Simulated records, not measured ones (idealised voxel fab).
The document below concerns the process module designated voxel lift off.
Square cell edge 5 nm, section width 155 nm, ID cut.
We lay out every cross-section as a grid of square cells and spell it out in bands from the top down, where one band means one or more rows of cells. Band: top and bottom heights (nm) first, top before bottom; then materials from left to right, widths in nm. "edge to edge" marks a sole material filling the band edge to edge. "empty" denotes empty space. Below 0: as-received wafer, all one material; heights counted from there. Lowest band: no bottom, goes on down, written "0 -> down". The width entry "30 to 40" should be interpreted row by row: the top row of cells in the band takes the first number, the bottom row takes the second number, and the change between adjacent rows is uniform throughout. It should be understood that the words "changes: none", when stated for a given step, signify that the cross-section underwent no change in any of its cells during that step. "Trapped cavities" enumerates empty spaces isolated from the top, with no open way to it, that contain at least 8 cells, giving each as width x height at distance from the left edge, all three in nm. Text after the settings on a step's line: the simulator's own remark on that step. "overlay nm" denotes, for a step that has a mask, the displacement of the mask to the right of its planned place, with negative values corresponding to the left.
# Process steps foreseen in the plan
1) RECEIVE,material Si
2) CONFORMAL_DEP,material SiN,thk nm 10
3) PATTERN,tone open,mask id LINES,material resist,width nm 15,pitch nm 40,thk nm 25,overlay nm 0
4) DIRECTIONAL_DEP,material Ru,thk nm 15
5) STRIP,etch materials resist
6) CONFORMAL_DEP,material SiO2,thk nm 5
# The following pertains to the first of two wafers, which was processed as planned
# This is the cross-section of the wafer as we received it, i.e. after step 1
* 0 -> down  Si edge to edge
* Trapped cavities: none
# Cross-section of the wafer after step 2
* 10 -> 0  SiN edge to edge
* Unchanged below 0.
# Cross-section of the wafer after step 3
* 35 -> 10  30 nm resist  15 nm empty  25 nm resist  15 nm empty  25 nm resist  15 nm empty  30 nm resist
* Unchanged below 10.
# Cross-section of the wafer after step 4
* 50 -> 35  30 nm Ru  15 nm empty  25 nm Ru  15 nm empty  25 nm Ru  15 nm empty  30 nm Ru
* 35 -> 25  30 nm resist  15 nm empty  25 nm resist  15 nm empty  25 nm resist  15 nm empty  30 nm resist
* 25 -> 10  30 nm resist  15 nm Ru  25 nm resist  15 nm Ru  25 nm resist  15 nm Ru  30 nm resist
* Unchanged below 10.
# Cross-section of the wafer after step 5
* 25 -> 10  30 nm empty  15 nm Ru  25 nm empty  15 nm Ru  25 nm empty  15 nm Ru  30 nm empty
* Unchanged below 10.
# Cross-section of the wafer after step 6
* 30 -> 25  25 nm empty  25 nm SiO2  15 nm empty  25 nm SiO2  15 nm empty  25 nm SiO2  25 nm empty
* 25 -> 15  25 nm empty  5 nm SiO2  15 nm Ru  5 nm SiO2  15 nm empty  5 nm SiO2  15 nm Ru  5 nm SiO2  15 nm empty  5 nm SiO2  15 nm Ru  5 nm SiO2  25 nm empty
* 15 -> 10  30 nm SiO2  15 nm Ru  25 nm SiO2  15 nm Ru  25 nm SiO2  15 nm Ru  30 nm SiO2
* Unchanged below 10.
# Second wafer - shared start and plan with the first - one error in running - same as the first up to step 5 inclusive
What the second wafer looks like in cross-section when step 6 should have wrapped up: changes: none
The mistake made against the process plan was this: step 6 from the plan never happened, it was just skipped
End of process, cell counts, second wafer against first, materials with more or fewer: 49 fewer of SiO2
